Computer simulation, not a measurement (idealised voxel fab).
Presented below is a process module, voxel gate over fins.
Square cells of 5 nm make up the cross-section cut, whose width is 220 nm.
For the purposes of this document, a cross-section shall be understood as a grid of square cells, specified as bands listed in top-to-bottom order, each band consisting of one or more rows of cells. Quick guide to a band line: top height, bottom height (nm) up front; then every material left to right with its width in nm. Only one material and it's marked "throughout"? Then it fills the band edge to edge. And "empty" just means empty space. The reference from which all heights are counted is 0, the level beneath which the as-received wafer is entirely one material; the lowest band, having no lower bound, proceeds downward and is written after the example "0 and below". So if you see something like "30 to 40" for the width, read it as the top row of the band sitting at the first number and the bottom row at the second, with every row in between moving by the same amount as the last. "no alterations made" -> step changed no cross-section cell. "Closed void listing" contains a list of empty spaces, each no smaller than 8 cells and without an open way to the top, written in the form width x height at distance with the distance from the left edge and all three in nm. Read whatever lies past the settings on a step's line as the simulator's own remark about the step. "overlay nm" answers the question of how far to the right of plan the mask lay on a step that has a mask, and when it is negative the answer is to the left.
**Planned process steps**
- 1: RECEIVE,material Si
- 2: CONFORMAL_DEP,material SiN,thk nm 10
- 3: PATTERN,tone cover,mask id FINS,material resist,width nm 15,pitch nm 55,thk nm 15,overlay nm 0
- 4: DIRECTIONAL_ETCH,etch materials SiN,depth nm 10
- 5: DIRECTIONAL_ETCH,etch materials Si,depth nm 30
- 6: STRIP,etch materials resist
- 7: FILL_DEP,material SiO2,thk nm 5
- 8: CMP,height nm 10
- 9: PATTERN,tone open,mask id RAIL,material resist,width nm 15,thk nm 20,overlay nm 0
- 10: DIRECTIONAL_ETCH,etch materials SiO2,depth nm 35
- 11: STRIP,etch materials resist
- 12: CONFORMAL_DEP,material TiN,thk nm 5
- 13: FILL_DEP,material W,thk nm 5
- 14: CMP,height nm 10
- 15: SELECTIVE_ETCH,etch materials W Ru TiN,depth nm 30
- 16: FILL_DEP,material SiO2,thk nm 5
- 17: CMP,height nm 10
- 18: SELECTIVE_ETCH,etch materials SiO2,depth nm 20
- 19: STRIP,etch materials SiN
- 20: CONFORMAL_DEP,material HfO2,thk nm 5
- 21: CONFORMAL_DEP,material TiN,thk nm 5
- 22: FILL_DEP,material W,thk nm 15
- 23: CMP,height nm 20
- 24: CONFORMAL_DEP,material SiCN,thk nm 10
**First wafer, two in total, run as planned**
**Received-state cross-section, reflecting completion of step 1**
> 0 and below: Si throughout
> Closed void listing: none
**Cross-section: wafer state after step 2**
> 10 down to 0: SiN throughout
> Beneath the level 0, the cross-section is identical to its previous state.
**Cross-section: wafer state after step 3**
> 25 down to 10: empty 45, then resist 15, then empty 40, then resist 15, then empty 40, then resist 15, then empty 50
> Beneath the level 10, the cross-section is identical to its previous state.
**Cross-section: wafer state after step 4**
> 25 down to 10: empty 45, then resist 15, then empty 40, then resist 15, then empty 40, then resist 15, then empty 50
> 10 down to 0: empty 45, then SiN 15, then empty 40, then SiN 15, then empty 40, then SiN 15, then empty 50
> Beneath the level 0, the cross-section is identical to its previous state.
**Cross-section: wafer state after step 5**
> 25 down to 10: empty 45, then resist 15, then empty 40, then resist 15, then empty 40, then resist 15, then empty 50
> 10 down to 0: empty 45, then SiN 15, then empty 40, then SiN 15, then empty 40, then SiN 15, then empty 50
> 0 down to -30: empty 45, then Si 15, then empty 40, then Si 15, then empty 40, then Si 15, then empty 50
> Beneath the level -30, the cross-section is identical to its previous state.
**Cross-section: wafer state after step 6**
> 10 down to 0: empty 45, then SiN 15, then empty 40, then SiN 15, then empty 40, then SiN 15, then empty 50
> Beneath the level 0, the cross-section is identical to its previous state.
**Cross-section: wafer state after step 7**
> 15 down to 10: SiO2 throughout
> 10 down to 0: SiO2 45, then SiN 15, then SiO2 40, then SiN 15, then SiO2 40, then SiN 15, then SiO2 50
> 0 down to -30: SiO2 45, then Si 15, then SiO2 40, then Si 15, then SiO2 40, then Si 15, then SiO2 50
> Beneath the level -30, the cross-section is identical to its previous state.
**Cross-section: wafer state after step 8**
> 10 down to 0: SiO2 45, then SiN 15, then SiO2 40, then SiN 15, then SiO2 40, then SiN 15, then SiO2 50
> Beneath the level 0, the cross-section is identical to its previous state.
**Cross-section: wafer state after step 9**
> 30 down to 10: resist 70, then empty 15, then resist 135
> Beneath the level 10, the cross-section is identical to its previous state.
**Cross-section: wafer state after step 10**
> 30 down to 10: resist 70, then empty 15, then resist 135
> 10 down to 0: SiO2 45, then SiN 15, then SiO2 10, then empty 15, then SiO2 15, then SiN 15, then SiO2 40, then SiN 15, then SiO2 50
> 0 down to -25: SiO2 45, then Si 15, then SiO2 10, then empty 15, then SiO2 15, then Si 15, then SiO2 40, then Si 15, then SiO2 50
> Beneath the level -25, the cross-section is identical to its previous state.
**Cross-section: wafer state after step 11**
> 10 down to 0: SiO2 45, then SiN 15, then SiO2 10, then empty 15, then SiO2 15, then SiN 15, then SiO2 40, then SiN 15, then SiO2 50
> Beneath the level 0, the cross-section is identical to its previous state.
**Cross-section: wafer state after step 12**
> 15 down to 10: TiN 75, then empty 5, then TiN 140
> 10 down to 0: SiO2 45, then SiN 15, then SiO2 10, then TiN 5, then empty 5, then TiN 5, then SiO2 15, then SiN 15, then SiO2 40, then SiN 15, then SiO2 50
> 0 down to -20: SiO2 45, then Si 15, then SiO2 10, then TiN 5, then empty 5, then TiN 5, then SiO2 15, then Si 15, then SiO2 40, then Si 15, then SiO2 50
> -20 down to -25: SiO2 45, then Si 15, then SiO2 10, then TiN 15, then SiO2 15, then Si 15, then SiO2 40, then Si 15, then SiO2 50
> Beneath the level -25, the cross-section is identical to its previous state.
**Cross-section: wafer state after step 13**
> 20 down to 15: W throughout
> 15 down to 10: TiN 75, then W 5, then TiN 140
> 10 down to 0: SiO2 45, then SiN 15, then SiO2 10, then TiN 5, then W 5, then TiN 5, then SiO2 15, then SiN 15, then SiO2 40, then SiN 15, then SiO2 50
> 0 down to -20: SiO2 45, then Si 15, then SiO2 10, then TiN 5, then W 5, then TiN 5, then SiO2 15, then Si 15, then SiO2 40, then Si 15, then SiO2 50
> Beneath the level -20, the cross-section is identical to its previous state.
**Cross-section: wafer state after step 14**
> 10 down to 0: SiO2 45, then SiN 15, then SiO2 10, then TiN 5, then W 5, then TiN 5, then SiO2 15, then SiN 15, then SiO2 40, then SiN 15, then SiO2 50
> Beneath the level 0, the cross-section is identical to its previous state.
**Cross-section: wafer state after step 15**
> 10 down to 0: SiO2 45, then SiN 15, then SiO2 10, then empty 15, then SiO2 15, then SiN 15, then SiO2 40, then SiN 15, then SiO2 50
> 0 down to -20: SiO2 45, then Si 15, then SiO2 10, then empty 15, then SiO2 15, then Si 15, then SiO2 40, then Si 15, then SiO2 50
> Beneath the level -20, the cross-section is identical to its previous state.
**Cross-section: wafer state after step 16**
> 15 down to 10: SiO2 throughout
> 10 down to 0: SiO2 45, then SiN 15, then SiO2 40, then SiN 15, then SiO2 40, then SiN 15, then SiO2 50
> 0 down to -20: SiO2 45, then Si 15, then SiO2 40, then Si 15, then SiO2 40, then Si 15, then SiO2 50
> Beneath the level -20, the cross-section is identical to its previous state.
**Cross-section: wafer state after step 17**
> 10 down to 0: SiO2 45, then SiN 15, then SiO2 40, then SiN 15, then SiO2 40, then SiN 15, then SiO2 50
> Beneath the level 0, the cross-section is identical to its previous state.
**Cross-section: wafer state after step 18**
> 10 down to 0: empty 45, then SiN 15, then empty 40, then SiN 15, then empty 40, then SiN 15, then empty 50
> 0 down to -10: empty 45, then Si 15, then empty 40, then Si 15, then empty 40, then Si 15, then empty 50
> Beneath the level -10, the cross-section is identical to its previous state.
**Cross-section: wafer state after step 19**
> 0 down to -10: empty 45, then Si 15, then empty 40, then Si 15, then empty 40, then Si 15, then empty 50
> Beneath the level -10, the cross-section is identical to its previous state.
**Cross-section: wafer state after step 20**
> 5 down to 0: empty 40, then HfO2 25, then empty 30, then HfO2 25, then empty 30, then HfO2 25, then empty 45
> 0 down to -5: empty 40, then HfO2 5, then Si 15, then HfO2 5, then empty 30, then HfO2 5, then Si 15, then HfO2 5, then empty 30, then HfO2 5, then Si 15, then HfO2 5, then empty 45
> -5 down to -10: HfO2 45, then Si 15, then HfO2 40, then Si 15, then HfO2 40, then Si 15, then HfO2 50
> Beneath the level -10, the cross-section is identical to its previous state.
**Cross-section: wafer state after step 21**
> 10 down to 5: empty 35, then TiN 35, then empty 20, then TiN 35, then empty 20, then TiN 35, then empty 40
> 5 down to 0: empty 35, then TiN 5, then HfO2 25, then TiN 5, then empty 20, then TiN 5, then HfO2 25, then TiN 5, then empty 20, then TiN 5, then HfO2 25, then TiN 5, then empty 40
> 0 down to -5: TiN 40, then HfO2 5, then Si 15, then HfO2 5, then TiN 30, then HfO2 5, then Si 15, then HfO2 5, then TiN 30, then HfO2 5, then Si 15, then HfO2 5, then TiN 45
> Beneath the level -5, the cross-section is identical to its previous state.
**Cross-section: wafer state after step 22**
> 25 down to 10: W throughout
> 10 down to 5: W 35, then TiN 35, then W 20, then TiN 35, then W 20, then TiN 35, then W 40
> 5 down to 0: W 35, then TiN 5, then HfO2 25, then TiN 5, then W 20, then TiN 5, then HfO2 25, then TiN 5, then W 20, then TiN 5, then HfO2 25, then TiN 5, then W 40
> Beneath the level 0, the cross-section is identical to its previous state.
**Cross-section: wafer state after step 23**
> 20 down to 10: W throughout
> Beneath the level 10, the cross-section is identical to its previous state.
**Cross-section: wafer state after step 24**
> 30 down to 20: SiCN throughout
> Beneath the level 20, the cross-section is identical to its previous state.
**Okay, second wafer. Nothing different at the start, nothing different in the plan, just one mistake somewhere in the running. As far as step 17, counting that step, it's the first wafer all over again**
**Cross-sectional view of the second wafer at the intended end time of process step 18**
> 10 down to 0: SiO2 45, then empty 15, then SiO2 40, then empty 15, then SiO2 40, then empty 15, then SiO2 50
> Beneath the level 0, the cross-section is identical to its previous state.
**Cross-sectional view of the second wafer at the intended end time of process step 19**
> 0 down to -10: empty 45, then Si 15, then empty 40, then Si 15, then empty 40, then Si 15, then empty 50
> -10 down to -20: SiO2 25, then empty 20, then Si 15, then empty 40, then Si 15, then empty 40, then Si 15, then empty 20, then SiO2 30
> Beneath the level -20, the cross-section is identical to its previous state.
**Cross-sectional view of the second wafer at the intended end time of process step 20**
> 5 down to 0: empty 40, then HfO2 25, then empty 30, then HfO2 25, then empty 30, then HfO2 25, then empty 45
> 0 down to -5: empty 40, then HfO2 5, then Si 15, then HfO2 5, then empty 30, then HfO2 5, then Si 15, then HfO2 5, then empty 30, then HfO2 5, then Si 15, then HfO2 5, then empty 45
> -5 down to -10: HfO2 30, then empty 10, then HfO2 5, then Si 15, then HfO2 5, then empty 30, then HfO2 5, then Si 15, then HfO2 5, then empty 30, then HfO2 5, then Si 15, then HfO2 5, then empty 10, then HfO2 35
> -10 down to -15: SiO2 25, then HfO2 5, then empty 10, then HfO2 5, then Si 15, then HfO2 5, then empty 30, then HfO2 5, then Si 15, then HfO2 5, then empty 30, then HfO2 5, then Si 15, then HfO2 5, then empty 10, then HfO2 5, then SiO2 30
> -15 down to -20: SiO2 25, then HfO2 20, then Si 15, then HfO2 40, then Si 15, then HfO2 40, then Si 15, then HfO2 20, then SiO2 30
> Beneath the level -20, the cross-section is identical to its previous state.
**Cross-sectional view of the second wafer at the intended end time of process step 21**
> 10 down to 5: empty 35, then TiN 35, then empty 20, then TiN 35, then empty 20, then TiN 35, then empty 40
> 5 down to 0: empty 35, then TiN 5, then HfO2 25, then TiN 5, then empty 20, then TiN 5, then HfO2 25, then TiN 5, then empty 20, then TiN 5, then HfO2 25, then TiN 5, then empty 40
> 0 down to -5: TiN 40, then HfO2 5, then Si 15, then HfO2 5, then TiN 5, then empty 20, then TiN 5, then HfO2 5, then Si 15, then HfO2 5, then TiN 5, then empty 20, then TiN 5, then HfO2 5, then Si 15, then HfO2 5, then TiN 45
> -5 down to -10: HfO2 30, then TiN 10, then HfO2 5, then Si 15, then HfO2 5, then TiN 5, then empty 20, then TiN 5, then HfO2 5, then Si 15, then HfO2 5, then TiN 5, then empty 20, then TiN 5, then HfO2 5, then Si 15, then HfO2 5, then TiN 10, then HfO2 35
> -10 down to -15: SiO2 25, then HfO2 5, then TiN 10, then HfO2 5, then Si 15, then HfO2 5, then TiN 30, then HfO2 5, then Si 15, then HfO2 5, then TiN 30, then HfO2 5, then Si 15, then HfO2 5, then TiN 10, then HfO2 5, then SiO2 30
> Beneath the level -15, the cross-section is identical to its previous state.
**Cross-sectional view of the second wafer at the intended end time of process step 22**
> 25 down to 10: W throughout
> 10 down to 5: W 35, then TiN 35, then W 20, then TiN 35, then W 20, then TiN 35, then W 40
> 5 down to 0: W 35, then TiN 5, then HfO2 25, then TiN 5, then W 20, then TiN 5, then HfO2 25, then TiN 5, then W 20, then TiN 5, then HfO2 25, then TiN 5, then W 40
> 0 down to -5: TiN 40, then HfO2 5, then Si 15, then HfO2 5, then TiN 5, then W 20, then TiN 5, then HfO2 5, then Si 15, then HfO2 5, then TiN 5, then W 20, then TiN 5, then HfO2 5, then Si 15, then HfO2 5, then TiN 45
> -5 down to -10: HfO2 30, then TiN 10, then HfO2 5, then Si 15, then HfO2 5, then TiN 5, then W 20, then TiN 5, then HfO2 5, then Si 15, then HfO2 5, then TiN 5, then W 20, then TiN 5, then HfO2 5, then Si 15, then HfO2 5, then TiN 10, then HfO2 35
> Beneath the level -10, the cross-section is identical to its previous state.
**Cross-sectional view of the second wafer at the intended end time of process step 23**
> 20 down to 10: W throughout
> Beneath the level 10, the cross-section is identical to its previous state.
**Cross-sectional view of the second wafer at the intended end time of process step 24**
> 30 down to 20: SiCN throughout
> Beneath the level 20, the cross-section is identical to its previous state.
Where did the run depart from the plan? transposition of steps 18 and 19 relative to the planned sequence
Final tally in cells, some materials are higher or lower on the second wafer than on the first: HfO2: 16 more, SiO2: 48 fewer, TiN: 16 more, W: 16 more
